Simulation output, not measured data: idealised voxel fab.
Process module, titled voxel transistor to metal
Each square cell in cross-section cut measures 5 nm, and the section as a whole is 145 nm wide.
Format of a cross-section: grid, square cells. Given as bands. Order: top down. Band: one or more rows of cells.
Each band's line starts with the height of the band's top and of its bottom, in nm. Then come its materials from left to right, each with its width in nm. One material with "edge to edge" fills the band from edge to edge. "air" is empty space.
Heights from 0 (as-received wafer is one material below). Bottom band endless downward, as "0 -> down".
When a width is written as two numbers, as in "30 to 40", the first number is the width in the top row of cells of the band and the second is the width in its bottom row, and the width changes by the same amount from each row to the next.
Step marked "nothing different"? Then no cell in the cross-section changed in it.
Basically, "Closed void list" tells you about the enclosed voids: empty spaces with no open way to the top, 8 cells or bigger, each written width x height at distance, where distance is from the left edge, all in nm.
after a step's settings: what the simulator itself notes on the step
The setting "overlay nm" may be written on the line of a step. When the step uses a mask, the value reports how far to the right of the planned place the mask lay, and a negative value reports that it lay to the left.

Here's what the planned process steps look like
1 RECEIVE [material Si]
2 CONFORMAL_DEP [material SiO2] [thk nm 5]
3 CONFORMAL_DEP [material SiN] [thk nm 15]
4 MASKED_ETCH [tone cover] [mask id ACTIVE] [width nm 105] [etch materials SiN] [depth nm 15] [overlay nm 0]
5 MASKED_ETCH [tone cover] [mask id ACTIVE] [width nm 105] [etch materials SiO2] [depth nm 5] [overlay nm 0]
6 MASKED_ETCH [tone cover] [mask id ACTIVE] [width nm 105] [etch materials Si] [depth nm 30] [overlay nm 0]
7 FILL_DEP [material SiO2] [thk nm 15]
8 CMP [height nm 20]
9 SELECTIVE_ETCH [etch materials SiO2] [depth nm 10]
10 STRIP [etch materials SiN]
11 SELECTIVE_ETCH [etch materials SiO2] [depth nm 5]
12 OXIDIZE [depth nm 5]
13 DIRECTIONAL_DEP [material polySi] [thk nm 20]
14 DIRECTIONAL_DEP [material SiCN] [thk nm 10]
15 MASKED_ETCH [tone cover] [mask id GATE] [width nm 15] [etch materials SiCN] [depth nm 20] [overlay nm 0]
16 MASKED_ETCH [tone cover] [mask id GATE] [width nm 15] [etch materials polySi] [depth nm 30] [overlay nm 0]
17 CONFORMAL_DEP [material SiO2] [thk nm 5]
18 DIRECTIONAL_ETCH [etch materials SiO2] [depth nm 5]
19 CONFORMAL_DEP [material SiN] [thk nm 5]
20 DIRECTIONAL_ETCH [etch materials SiN] [depth nm 5]
21 DIRECTIONAL_ETCH [etch materials SiO2] [depth nm 5]
22 DIRECTIONAL_ETCH [etch materials Si] [depth nm 10]
23 EPI [material SiGe] [thk nm 15]
24 FILL_DEP [material SiO2] [thk nm 10]
25 CMP [height nm 30]
26 DIRECTIONAL_DEP [material SiO2] [thk nm 15]
27 MASKED_ETCH [tone open] [mask id CONTACT] [width nm 30] [pitch nm 55] [etch materials SiO2] [depth nm 35] [overlay nm 0]
28 CONFORMAL_DEP [material TiN] [thk nm 5]
29 FILL_DEP [material W] [thk nm 5]
30 CMP [height nm 45]
31 CONFORMAL_DEP [material SiN] [thk nm 5]
32 DIRECTIONAL_DEP [material SiO2] [thk nm 20]
33 DIRECTIONAL_DEP [material aC] [thk nm 10]
34 PATTERN [tone open] [mask id METAL_1] [material resist] [width nm 15] [pitch nm 70] [thk nm 30] [overlay nm 0]
35 DIRECTIONAL_ETCH [etch materials aC] [depth nm 10]
36 STRIP [etch materials resist]
37 DIRECTIONAL_ETCH [etch materials SiO2] [depth nm 20]
38 DIRECTIONAL_ETCH [etch materials SiN] [depth nm 5]
39 STRIP [etch materials aC]
40 CONFORMAL_DEP [material TiN] [thk nm 5]
41 FILL_DEP [material W] [thk nm 10]
42 CMP [height nm 70]
43 CONFORMAL_DEP [material SiCN] [thk nm 5]
44 DIRECTIONAL_DEP [material lowk] [thk nm 35]
45 MASKED_ETCH [tone open] [mask id METAL_2] [width nm 15] [pitch nm 70] [etch materials lowk] [depth nm 20] [overlay nm 0]
46 DIRECTIONAL_DEP [material aC] [thk nm 15]
47 PATTERN [tone open] [mask id METAL_2_HOLES] [material resist] [width nm 15] [pitch nm 70] [thk nm 30] [overlay nm 0]
48 DIRECTIONAL_ETCH [etch materials aC] [depth nm 15]
49 STRIP [etch materials resist]
50 DIRECTIONAL_ETCH [etch materials lowk] [depth nm 15]
51 DIRECTIONAL_ETCH [etch materials SiCN] [depth nm 5]
52 STRIP [etch materials aC]
53 CONFORMAL_DEP [material TiN] [thk nm 5]
54 FILL_DEP [material Ru] [thk nm 10]
55 CMP [height nm 110]
56 CONFORMAL_DEP [material SiN] [thk nm 5]

The first of the two wafers, which ran as planned

Cross-section: wafer on arrival = after step 1
  0 -> down  Si edge to edge
  Closed void list: none

Presented here is a cross-section of the wafer after step 2 has been performed
  5 -> 0  SiO2 edge to edge
  Beneath the level 0, the cross-section is identical to its previous state.

Presented here is a cross-section of the wafer after step 3 has been performed
  20 -> 5  SiN edge to edge
  Beneath the level 5, the cross-section is identical to its previous state.

Presented here is a cross-section of the wafer after step 4 has been performed
  20 -> 5  air 20  SiN 105  air 20
  Beneath the level 5, the cross-section is identical to its previous state.

Presented here is a cross-section of the wafer after step 5 has been performed
  20 -> 5  air 20  SiN 105  air 20
  5 -> 0  air 20  SiO2 105  air 20
  Beneath the level 0, the cross-section is identical to its previous state.

Presented here is a cross-section of the wafer after step 6 has been performed
  20 -> 5  air 20  SiN 105  air 20
  5 -> 0  air 20  SiO2 105  air 20
  0 -> -30  air 20  Si 105  air 20
  Beneath the level -30, the cross-section is identical to its previous state.

Presented here is a cross-section of the wafer after step 7 has been performed
  35 -> 20  SiO2 edge to edge
  20 -> 5  SiO2 20  SiN 105  SiO2 20
  5 -> 0  SiO2 edge to edge
  0 -> -30  SiO2 20  Si 105  SiO2 20
  Beneath the level -30, the cross-section is identical to its previous state.

Presented here is a cross-section of the wafer after step 8 has been performed
  20 -> 5  SiO2 20  SiN 105  SiO2 20
  Beneath the level 5, the cross-section is identical to its previous state.

Presented here is a cross-section of the wafer after step 9 has been performed
  20 -> 10  air 20  SiN 105  air 20
  Beneath the level 10, the cross-section is identical to its previous state.

Presented here is a cross-section of the wafer after step 10 has been performed
  10 -> 5  SiO2 20  air 105  SiO2 20
  Beneath the level 5, the cross-section is identical to its previous state.

Presented here is a cross-section of the wafer after step 11 has been performed
  5 -> 0  SiO2 15  air 115  SiO2 15
  Beneath the level 0, the cross-section is identical to its previous state.

Presented here is a cross-section of the wafer after step 12 has been performed
  5 -> 0  SiO2 15  air 115  SiO2 15
  0 -> -5  SiO2 edge to edge
  Beneath the level -5, the cross-section is identical to its previous state.

Presented here is a cross-section of the wafer after step 13 has been performed
  25 -> 20  polySi 15  air 115  polySi 15
  20 -> 5  polySi edge to edge
  5 -> 0  SiO2 15  polySi 115  SiO2 15
  Beneath the level 0, the cross-section is identical to its previous state.

Presented here is a cross-section of the wafer after step 14 has been performed
  35 -> 30  SiCN 15  air 115  SiCN 15
  30 -> 25  SiCN edge to edge
  25 -> 20  polySi 15  SiCN 115  polySi 15
  Beneath the level 20, the cross-section is identical to its previous state.

Presented here is a cross-section of the wafer after step 15 has been performed
  30 -> 25  air 65  SiCN 15  air 65
  25 -> 20  polySi 15  air 50  SiCN 15  air 50  polySi 15
  Beneath the level 20, the cross-section is identical to its previous state.

Presented here is a cross-section of the wafer after step 16 has been performed
  30 -> 20  air 65  SiCN 15  air 65
  20 -> 5  air 65  polySi 15  air 65
  5 -> 0  SiO2 15  air 50  polySi 15  air 50  SiO2 15
  Beneath the level 0, the cross-section is identical to its previous state.

Presented here is a cross-section of the wafer after step 17 has been performed
  35 -> 30  air 60  SiO2 25  air 60
  30 -> 20  air 60  SiO2 5  SiCN 15  SiO2 5  air 60
  20 -> 10  air 60  SiO2 5  polySi 15  SiO2 5  air 60
  10 -> 5  SiO2 20  air 40  SiO2 5  polySi 15  SiO2 5  air 40  SiO2 20
  5 -> 0  SiO2 65  polySi 15  SiO2 65
  Beneath the level 0, the cross-section is identical to its previous state.

Presented here is a cross-section of the wafer after step 18 has been performed
  30 -> 20  air 60  SiO2 5  SiCN 15  SiO2 5  air 60
  20 -> 5  air 60  SiO2 5  polySi 15  SiO2 5  air 60
  5 -> 0  SiO2 20  air 40  SiO2 5  polySi 15  SiO2 5  air 40  SiO2 20
  Beneath the level 0, the cross-section is identical to its previous state.

Presented here is a cross-section of the wafer after step 19 has been performed
  35 -> 30  air 55  SiN 35  air 55
  30 -> 20  air 55  SiN 5  SiO2 5  SiCN 15  SiO2 5  SiN 5  air 55
  20 -> 10  air 55  SiN 5  SiO2 5  polySi 15  SiO2 5  SiN 5  air 55
  10 -> 5  SiN 25  air 30  SiN 5  SiO2 5  polySi 15  SiO2 5  SiN 5  air 30  SiN 25
  5 -> 0  SiO2 20  SiN 40  SiO2 5  polySi 15  SiO2 5  SiN 40  SiO2 20
  Beneath the level 0, the cross-section is identical to its previous state.

Presented here is a cross-section of the wafer after step 20 has been performed
  30 -> 20  air 55  SiN 5  SiO2 5  SiCN 15  SiO2 5  SiN 5  air 55
  20 -> 5  air 55  SiN 5  SiO2 5  polySi 15  SiO2 5  SiN 5  air 55
  5 -> 0  SiO2 20  SiN 5  air 30  SiN 5  SiO2 5  polySi 15  SiO2 5  SiN 5  air 30  SiN 5  SiO2 20
  Beneath the level 0, the cross-section is identical to its previous state.

Presented here is a cross-section of the wafer after step 21 has been performed
  30 -> 25  air 55  SiN 5  air 5  SiCN 15  air 5  SiN 5  air 55
  25 -> 20  air 55  SiN 5  SiO2 5  SiCN 15  SiO2 5  SiN 5  air 55
  20 -> 5  air 55  SiN 5  SiO2 5  polySi 15  SiO2 5  SiN 5  air 55
  5 -> 0  air 20  SiN 5  air 30  SiN 5  SiO2 5  polySi 15  SiO2 5  SiN 5  air 30  SiN 5  air 20
  0 -> -5  SiO2 25  air 30  SiO2 35  air 30  SiO2 25
  Beneath the level -5, the cross-section is identical to its previous state.

Presented here is a cross-section of the wafer after step 22 has been performed
  30 -> 25  air 55  SiN 5  air 5  SiCN 15  air 5  SiN 5  air 55
  25 -> 20  air 55  SiN 5  SiO2 5  SiCN 15  SiO2 5  SiN 5  air 55
  20 -> 5  air 55  SiN 5  SiO2 5  polySi 15  SiO2 5  SiN 5  air 55
  5 -> 0  air 20  SiN 5  air 30  SiN 5  SiO2 5  polySi 15  SiO2 5  SiN 5  air 30  SiN 5  air 20
  0 -> -5  SiO2 25  air 30  SiO2 35  air 30  SiO2 25
  -5 -> -15  SiO2 20  Si 5  air 30  Si 35  air 30  Si 5  SiO2 20
  Beneath the level -15, the cross-section is identical to its previous state.

Presented here is a cross-section of the wafer after step 23 has been performed
  30 -> 25  air 55  SiN 5  air 5  SiCN 15  air 5  SiN 5  air 55
  25 -> 20  air 55  SiN 5  SiO2 5  SiCN 15  SiO2 5  SiN 5  air 55
  20 -> 10  air 55  SiN 5  SiO2 5  polySi 15  SiO2 5  SiN 5  air 55
  10 -> 5  air 20  SiGe 35  SiN 5  SiO2 5  polySi 15  SiO2 5  SiN 5  SiGe 35  air 20
  5 -> 0  air 20  SiN 5  SiGe 30  SiN 5  SiO2 5  polySi 15  SiO2 5  SiN 5  SiGe 30  SiN 5  air 20
  0 -> -5  SiO2 25  SiGe 30  SiO2 35  SiGe 30  SiO2 25
  -5 -> -15  SiO2 20  Si 5  SiGe 30  Si 35  SiGe 30  Si 5  SiO2 20
  Beneath the level -15, the cross-section is identical to its previous state.

Presented here is a cross-section of the wafer after step 24 has been performed
  40 -> 30  SiO2 edge to edge
  30 -> 20  SiO2 55  SiN 5  SiO2 5  SiCN 15  SiO2 5  SiN 5  SiO2 55
  20 -> 10  SiO2 55  SiN 5  SiO2 5  polySi 15  SiO2 5  SiN 5  SiO2 55
  10 -> 5  SiO2 20  SiGe 35  SiN 5  SiO2 5  polySi 15  SiO2 5  SiN 5  SiGe 35  SiO2 20
  5 -> 0  SiO2 20  SiN 5  SiGe 30  SiN 5  SiO2 5  polySi 15  SiO2 5  SiN 5  SiGe 30  SiN 5  SiO2 20
  Beneath the level 0, the cross-section is identical to its previous state.

Presented here is a cross-section of the wafer after step 25 has been performed
  30 -> 20  SiO2 55  SiN 5  SiO2 5  SiCN 15  SiO2 5  SiN 5  SiO2 55
  Beneath the level 20, the cross-section is identical to its previous state.

Presented here is a cross-section of the wafer after step 26 has been performed
  45 -> 30  SiO2 edge to edge
  Beneath the level 30, the cross-section is identical to its previous state.

Presented here is a cross-section of the wafer after step 27 has been performed
  45 -> 30  SiO2 30  air 30  SiO2 25  air 30  SiO2 30
  30 -> 20  SiO2 30  air 25  SiN 5  SiO2 5  SiCN 15  SiO2 5  SiN 5  air 25  SiO2 30
  20 -> 10  SiO2 30  air 25  SiN 5  SiO2 5  polySi 15  SiO2 5  SiN 5  air 25  SiO2 30
  Beneath the level 10, the cross-section is identical to its previous state.

Presented here is a cross-section of the wafer after step 28 has been performed
  50 -> 45  TiN 35  air 20  TiN 35  air 20  TiN 35
  45 -> 35  SiO2 30  TiN 5  air 20  TiN 5  SiO2 25  TiN 5  air 20  TiN 5  SiO2 30
  35 -> 30  SiO2 30  TiN 5  air 15  TiN 10  SiO2 25  TiN 10  air 15  TiN 5  SiO2 30
  30 -> 20  SiO2 30  TiN 5  air 15  TiN 5  SiN 5  SiO2 5  SiCN 15  SiO2 5  SiN 5  TiN 5  air 15  TiN 5  SiO2 30
  20 -> 15  SiO2 30  TiN 5  air 15  TiN 5  SiN 5  SiO2 5  polySi 15  SiO2 5  SiN 5  TiN 5  air 15  TiN 5  SiO2 30
  15 -> 10  SiO2 30  TiN 25  SiN 5  SiO2 5  polySi 15  SiO2 5  SiN 5  TiN 25  SiO2 30
  Beneath the level 10, the cross-section is identical to its previous state.

Presented here is a cross-section of the wafer after step 29 has been performed
  55 -> 50  W edge to edge
  50 -> 45  TiN 35  W 20  TiN 35  W 20  TiN 35
  45 -> 35  SiO2 30  TiN 5  W 20  TiN 5  SiO2 25  TiN 5  W 20  TiN 5  SiO2 30
  35 -> 30  SiO2 30  TiN 5  W 15  TiN 10  SiO2 25  TiN 10  W 15  TiN 5  SiO2 30
  30 -> 20  SiO2 30  TiN 5  W 15  TiN 5  SiN 5  SiO2 5  SiCN 15  SiO2 5  SiN 5  TiN 5  W 15  TiN 5  SiO2 30
  20 -> 15  SiO2 30  TiN 5  W 15  TiN 5  SiN 5  SiO2 5  polySi 15  SiO2 5  SiN 5  TiN 5  W 15  TiN 5  SiO2 30
  Beneath the level 15, the cross-section is identical to its previous state.

Presented here is a cross-section of the wafer after step 30 has been performed
  45 -> 35  SiO2 30  TiN 5  W 20  TiN 5  SiO2 25  TiN 5  W 20  TiN 5  SiO2 30
  Beneath the level 35, the cross-section is identical to its previous state.

Presented here is a cross-section of the wafer after step 31 has been performed
  50 -> 45  SiN edge to edge
  Beneath the level 45, the cross-section is identical to its previous state.

Presented here is a cross-section of the wafer after step 32 has been performed
  70 -> 50  SiO2 edge to edge
  Beneath the level 50, the cross-section is identical to its previous state.

Presented here is a cross-section of the wafer after step 33 has been performed
  80 -> 70  aC edge to edge
  Beneath the level 70, the cross-section is identical to its previous state.

Presented here is a cross-section of the wafer after step 34 has been performed
  110 -> 80  resist 30  air 15  resist 55  air 15  resist 30
  Beneath the level 80, the cross-section is identical to its previous state.

Presented here is a cross-section of the wafer after step 35 has been performed
  100 -> 80  resist 30  air 15  resist 55  air 15  resist 30
  80 -> 70  aC 30  air 15  aC 55  air 15  aC 30
  Beneath the level 70, the cross-section is identical to its previous state.

Presented here is a cross-section of the wafer after step 36 has been performed
  80 -> 70  aC 30  air 15  aC 55  air 15  aC 30
  Beneath the level 70, the cross-section is identical to its previous state.

Presented here is a cross-section of the wafer after step 37 has been performed
  80 -> 70  aC 30  air 15  aC 55  air 15  aC 30
  70 -> 50  SiO2 30  air 15  SiO2 55  air 15  SiO2 30
  Beneath the level 50, the cross-section is identical to its previous state.

Presented here is a cross-section of the wafer after step 38 has been performed
  80 -> 70  aC 30  air 15  aC 55  air 15  aC 30
  70 -> 50  SiO2 30  air 15  SiO2 55  air 15  SiO2 30
  50 -> 45  SiN 30  air 15  SiN 55  air 15  SiN 30
  Beneath the level 45, the cross-section is identical to its previous state.

Presented here is a cross-section of the wafer after step 39 has been performed
  70 -> 50  SiO2 30  air 15  SiO2 55  air 15  SiO2 30
  Beneath the level 50, the cross-section is identical to its previous state.

Presented here is a cross-section of the wafer after step 40 has been performed
  75 -> 70  TiN 35  air 5  TiN 65  air 5  TiN 35
  70 -> 50  SiO2 30  TiN 5  air 5  TiN 5  SiO2 55  TiN 5  air 5  TiN 5  SiO2 30
  50 -> 45  SiN 30  TiN 15  SiN 55  TiN 15  SiN 30
  Beneath the level 45, the cross-section is identical to its previous state.

Presented here is a cross-section of the wafer after step 41 has been performed
  85 -> 75  W edge to edge
  75 -> 70  TiN 35  W 5  TiN 65  W 5  TiN 35
  70 -> 50  SiO2 30  TiN 5  W 5  TiN 5  SiO2 55  TiN 5  W 5  TiN 5  SiO2 30
  Beneath the level 50, the cross-section is identical to its previous state.

Presented here is a cross-section of the wafer after step 42 has been performed
  70 -> 50  SiO2 30  TiN 5  W 5  TiN 5  SiO2 55  TiN 5  W 5  TiN 5  SiO2 30
  Beneath the level 50, the cross-section is identical to its previous state.

Presented here is a cross-section of the wafer after step 43 has been performed
  75 -> 70  SiCN edge to edge
  Beneath the level 70, the cross-section is identical to its previous state.

Presented here is a cross-section of the wafer after step 44 has been performed
  110 -> 75  lowk edge to edge
  Beneath the level 75, the cross-section is identical to its previous state.

Presented here is a cross-section of the wafer after step 45 has been performed
  110 -> 90  lowk 30  air 15  lowk 55  air 15  lowk 30
  Beneath the level 90, the cross-section is identical to its previous state.

Presented here is a cross-section of the wafer after step 46 has been performed
  125 -> 110  aC 30  air 15  aC 55  air 15  aC 30
  110 -> 105  lowk 30  air 15  lowk 55  air 15  lowk 30
  105 -> 90  lowk 30  aC 15  lowk 55  aC 15  lowk 30
  Beneath the level 90, the cross-section is identical to its previous state.

Presented here is a cross-section of the wafer after step 47 has been performed
  155 -> 125  resist 30  air 15  resist 55  air 15  resist 30
  Beneath the level 125, the cross-section is identical to its previous state.

Presented here is a cross-section of the wafer after step 48 has been performed
  140 -> 125  resist 30  air 15  resist 55  air 15  resist 30
  125 -> 110  aC 30  air 15  aC 55  air 15  aC 30
  110 -> 90  lowk 30  air 15  lowk 55  air 15  lowk 30
  Beneath the level 90, the cross-section is identical to its previous state.

Presented here is a cross-section of the wafer after step 49 has been performed
  125 -> 110  aC 30  air 15  aC 55  air 15  aC 30
  Beneath the level 110, the cross-section is identical to its previous state.

Presented here is a cross-section of the wafer after step 50 has been performed
  125 -> 110  aC 30  air 15  aC 55  air 15  aC 30
  110 -> 75  lowk 30  air 15  lowk 55  air 15  lowk 30
  Beneath the level 75, the cross-section is identical to its previous state.

Presented here is a cross-section of the wafer after step 51 has been performed
  125 -> 110  aC 30  air 15  aC 55  air 15  aC 30
  110 -> 75  lowk 30  air 15  lowk 55  air 15  lowk 30
  75 -> 70  SiCN 30  air 15  SiCN 55  air 15  SiCN 30
  Beneath the level 70, the cross-section is identical to its previous state.

Presented here is a cross-section of the wafer after step 52 has been performed
  110 -> 75  lowk 30  air 15  lowk 55  air 15  lowk 30
  Beneath the level 75, the cross-section is identical to its previous state.

Presented here is a cross-section of the wafer after step 53 has been performed
  115 -> 110  TiN 35  air 5  TiN 65  air 5  TiN 35
  110 -> 75  lowk 30  TiN 5  air 5  TiN 5  lowk 55  TiN 5  air 5  TiN 5  lowk 30
  75 -> 70  SiCN 30  TiN 15  SiCN 55  TiN 15  SiCN 30
  Beneath the level 70, the cross-section is identical to its previous state.

Presented here is a cross-section of the wafer after step 54 has been performed
  125 -> 115  Ru edge to edge
  115 -> 110  TiN 35  Ru 5  TiN 65  Ru 5  TiN 35
  110 -> 75  lowk 30  TiN 5  Ru 5  TiN 5  lowk 55  TiN 5  Ru 5  TiN 5  lowk 30
  Beneath the level 75, the cross-section is identical to its previous state.

Presented here is a cross-section of the wafer after step 55 has been performed
  110 -> 75  lowk 30  TiN 5  Ru 5  TiN 5  lowk 55  TiN 5  Ru 5  TiN 5  lowk 30
  Beneath the level 75, the cross-section is identical to its previous state.

Presented here is a cross-section of the wafer after step 56 has been performed
  115 -> 110  SiN edge to edge
  Beneath the level 110, the cross-section is identical to its previous state.

Wafer two. Identical start, identical plan. One mistake in execution. Identical history through step 18

X-section, second wafer, when step 19 was due to finish: nothing different

X-section, second wafer, when step 20 was due to finish: nothing different

X-section, second wafer, when step 21 was due to finish
  30 -> 25  air 65  SiCN 15  air 65
  25 -> 20  air 60  SiO2 5  SiCN 15  SiO2 5  air 60
  20 -> 0  air 60  SiO2 5  polySi 15  SiO2 5  air 60
  0 -> -5  SiO2 20  air 40  SiO2 25  air 40  SiO2 20
  Beneath the level -5, the cross-section is identical to its previous state.

X-section, second wafer, when step 22 was due to finish
  30 -> 25  air 65  SiCN 15  air 65
  25 -> 20  air 60  SiO2 5  SiCN 15  SiO2 5  air 60
  20 -> 0  air 60  SiO2 5  polySi 15  SiO2 5  air 60
  0 -> -5  SiO2 20  air 40  SiO2 25  air 40  SiO2 20
  -5 -> -15  SiO2 20  air 40  Si 25  air 40  SiO2 20
  Beneath the level -15, the cross-section is identical to its previous state.

X-section, second wafer, when step 23 was due to finish
  30 -> 25  air 65  SiCN 15  air 65
  25 -> 20  air 60  SiO2 5  SiCN 15  SiO2 5  air 60
  20 -> 10  air 60  SiO2 5  polySi 15  SiO2 5  air 60
  10 -> 0  air 45  SiGe 15  SiO2 5  polySi 15  SiO2 5  SiGe 15  air 45
  0 -> -5  SiO2 20  SiGe 40  SiO2 25  SiGe 40  SiO2 20
  -5 -> -15  SiO2 20  SiGe 40  Si 25  SiGe 40  SiO2 20
  Beneath the level -15, the cross-section is identical to its previous state.

X-section, second wafer, when step 24 was due to finish
  40 -> 30  SiO2 edge to edge
  30 -> 20  SiO2 65  SiCN 15  SiO2 65
  20 -> 10  SiO2 65  polySi 15  SiO2 65
  10 -> 0  SiO2 45  SiGe 15  SiO2 5  polySi 15  SiO2 5  SiGe 15  SiO2 45
  Beneath the level 0, the cross-section is identical to its previous state.

X-section, second wafer, when step 25 was due to finish
  30 -> 20  SiO2 65  SiCN 15  SiO2 65
  Beneath the level 20, the cross-section is identical to its previous state.

X-section, second wafer, when step 26 was due to finish
  45 -> 30  SiO2 edge to edge
  Beneath the level 30, the cross-section is identical to its previous state.

X-section, second wafer, when step 27 was due to finish
  45 -> 30  SiO2 30  air 30  SiO2 25  air 30  SiO2 30
  30 -> 20  SiO2 30  air 30  SiO2 5  SiCN 15  SiO2 5  air 30  SiO2 30
  20 -> 10  SiO2 30  air 30  SiO2 5  polySi 15  SiO2 5  air 30  SiO2 30
  Beneath the level 10, the cross-section is identical to its previous state.

X-section, second wafer, when step 28 was due to finish
  50 -> 45  TiN 35  air 20  TiN 35  air 20  TiN 35
  45 -> 30  SiO2 30  TiN 5  air 20  TiN 5  SiO2 25  TiN 5  air 20  TiN 5  SiO2 30
  30 -> 20  SiO2 30  TiN 5  air 20  TiN 5  SiO2 5  SiCN 15  SiO2 5  TiN 5  air 20  TiN 5  SiO2 30
  20 -> 15  SiO2 30  TiN 5  air 20  TiN 5  SiO2 5  polySi 15  SiO2 5  TiN 5  air 20  TiN 5  SiO2 30
  15 -> 10  SiO2 30  TiN 30  SiO2 5  polySi 15  SiO2 5  TiN 30  SiO2 30
  Beneath the level 10, the cross-section is identical to its previous state.

X-section, second wafer, when step 29 was due to finish
  55 -> 50  W edge to edge
  50 -> 45  TiN 35  W 20  TiN 35  W 20  TiN 35
  45 -> 30  SiO2 30  TiN 5  W 20  TiN 5  SiO2 25  TiN 5  W 20  TiN 5  SiO2 30
  30 -> 20  SiO2 30  TiN 5  W 20  TiN 5  SiO2 5  SiCN 15  SiO2 5  TiN 5  W 20  TiN 5  SiO2 30
  20 -> 15  SiO2 30  TiN 5  W 20  TiN 5  SiO2 5  polySi 15  SiO2 5  TiN 5  W 20  TiN 5  SiO2 30
  Beneath the level 15, the cross-section is identical to its previous state.

X-section, second wafer, when step 30 was due to finish
  45 -> 30  SiO2 30  TiN 5  W 20  TiN 5  SiO2 25  TiN 5  W 20  TiN 5  SiO2 30
  Beneath the level 30, the cross-section is identical to its previous state.

X-section, second wafer, when step 31 was due to finish
  50 -> 45  SiN edge to edge
  Beneath the level 45, the cross-section is identical to its previous state.

X-section, second wafer, when step 32 was due to finish
  70 -> 50  SiO2 edge to edge
  Beneath the level 50, the cross-section is identical to its previous state.

X-section, second wafer, when step 33 was due to finish
  80 -> 70  aC edge to edge
  Beneath the level 70, the cross-section is identical to its previous state.

X-section, second wafer, when step 34 was due to finish
  110 -> 80  resist 30  air 15  resist 55  air 15  resist 30
  Beneath the level 80, the cross-section is identical to its previous state.

X-section, second wafer, when step 35 was due to finish
  100 -> 80  resist 30  air 15  resist 55  air 15  resist 30
  80 -> 70  aC 30  air 15  aC 55  air 15  aC 30
  Beneath the level 70, the cross-section is identical to its previous state.

X-section, second wafer, when step 36 was due to finish
  80 -> 70  aC 30  air 15  aC 55  air 15  aC 30
  Beneath the level 70, the cross-section is identical to its previous state.

X-section, second wafer, when step 37 was due to finish
  80 -> 70  aC 30  air 15  aC 55  air 15  aC 30
  70 -> 50  SiO2 30  air 15  SiO2 55  air 15  SiO2 30
  Beneath the level 50, the cross-section is identical to its previous state.

X-section, second wafer, when step 38 was due to finish
  80 -> 70  aC 30  air 15  aC 55  air 15  aC 30
  70 -> 50  SiO2 30  air 15  SiO2 55  air 15  SiO2 30
  50 -> 45  SiN 30  air 15  SiN 55  air 15  SiN 30
  Beneath the level 45, the cross-section is identical to its previous state.

X-section, second wafer, when step 39 was due to finish
  70 -> 50  SiO2 30  air 15  SiO2 55  air 15  SiO2 30
  Beneath the level 50, the cross-section is identical to its previous state.

X-section, second wafer, when step 40 was due to finish
  75 -> 70  TiN 35  air 5  TiN 65  air 5  TiN 35
  70 -> 50  SiO2 30  TiN 5  air 5  TiN 5  SiO2 55  TiN 5  air 5  TiN 5  SiO2 30
  50 -> 45  SiN 30  TiN 15  SiN 55  TiN 15  SiN 30
  Beneath the level 45, the cross-section is identical to its previous state.

X-section, second wafer, when step 41 was due to finish
  85 -> 75  W edge to edge
  75 -> 70  TiN 35  W 5  TiN 65  W 5  TiN 35
  70 -> 50  SiO2 30  TiN 5  W 5  TiN 5  SiO2 55  TiN 5  W 5  TiN 5  SiO2 30
  Beneath the level 50, the cross-section is identical to its previous state.

X-section, second wafer, when step 42 was due to finish
  70 -> 50  SiO2 30  TiN 5  W 5  TiN 5  SiO2 55  TiN 5  W 5  TiN 5  SiO2 30
  Beneath the level 50, the cross-section is identical to its previous state.

X-section, second wafer, when step 43 was due to finish
  75 -> 70  SiCN edge to edge
  Beneath the level 70, the cross-section is identical to its previous state.

X-section, second wafer, when step 44 was due to finish
  110 -> 75  lowk edge to edge
  Beneath the level 75, the cross-section is identical to its previous state.

X-section, second wafer, when step 45 was due to finish
  110 -> 90  lowk 30  air 15  lowk 55  air 15  lowk 30
  Beneath the level 90, the cross-section is identical to its previous state.

X-section, second wafer, when step 46 was due to finish
  125 -> 110  aC 30  air 15  aC 55  air 15  aC 30
  110 -> 105  lowk 30  air 15  lowk 55  air 15  lowk 30
  105 -> 90  lowk 30  aC 15  lowk 55  aC 15  lowk 30
  Beneath the level 90, the cross-section is identical to its previous state.

X-section, second wafer, when step 47 was due to finish
  155 -> 125  resist 30  air 15  resist 55  air 15  resist 30
  Beneath the level 125, the cross-section is identical to its previous state.

X-section, second wafer, when step 48 was due to finish
  140 -> 125  resist 30  air 15  resist 55  air 15  resist 30
  125 -> 110  aC 30  air 15  aC 55  air 15  aC 30
  110 -> 90  lowk 30  air 15  lowk 55  air 15  lowk 30
  Beneath the level 90, the cross-section is identical to its previous state.

X-section, second wafer, when step 49 was due to finish
  125 -> 110  aC 30  air 15  aC 55  air 15  aC 30
  Beneath the level 110, the cross-section is identical to its previous state.

X-section, second wafer, when step 50 was due to finish
  125 -> 110  aC 30  air 15  aC 55  air 15  aC 30
  110 -> 75  lowk 30  air 15  lowk 55  air 15  lowk 30
  Beneath the level 75, the cross-section is identical to its previous state.

X-section, second wafer, when step 51 was due to finish
  125 -> 110  aC 30  air 15  aC 55  air 15  aC 30
  110 -> 75  lowk 30  air 15  lowk 55  air 15  lowk 30
  75 -> 70  SiCN 30  air 15  SiCN 55  air 15  SiCN 30
  Beneath the level 70, the cross-section is identical to its previous state.

X-section, second wafer, when step 52 was due to finish
  110 -> 75  lowk 30  air 15  lowk 55  air 15  lowk 30
  Beneath the level 75, the cross-section is identical to its previous state.

X-section, second wafer, when step 53 was due to finish
  115 -> 110  TiN 35  air 5  TiN 65  air 5  TiN 35
  110 -> 75  lowk 30  TiN 5  air 5  TiN 5  lowk 55  TiN 5  air 5  TiN 5  lowk 30
  75 -> 70  SiCN 30  TiN 15  SiCN 55  TiN 15  SiCN 30
  Beneath the level 70, the cross-section is identical to its previous state.

X-section, second wafer, when step 54 was due to finish
  125 -> 115  Ru edge to edge
  115 -> 110  TiN 35  Ru 5  TiN 65  Ru 5  TiN 35
  110 -> 75  lowk 30  TiN 5  Ru 5  TiN 5  lowk 55  TiN 5  Ru 5  TiN 5  lowk 30
  Beneath the level 75, the cross-section is identical to its previous state.

X-section, second wafer, when step 55 was due to finish
  110 -> 75  lowk 30  TiN 5  Ru 5  TiN 5  lowk 55  TiN 5  Ru 5  TiN 5  lowk 30
  Beneath the level 75, the cross-section is identical to its previous state.

X-section, second wafer, when step 56 was due to finish
  115 -> 110  SiN edge to edge
  Beneath the level 110, the cross-section is identical to its previous state.
Deviation noted in wafer processing: step 19 from the plan never happened, it was just skipped
Materials where the second wafer ends with more or fewer cells than the first: Si -8 | SiGe -2 | SiN -14 | SiO2 +16 | W +8
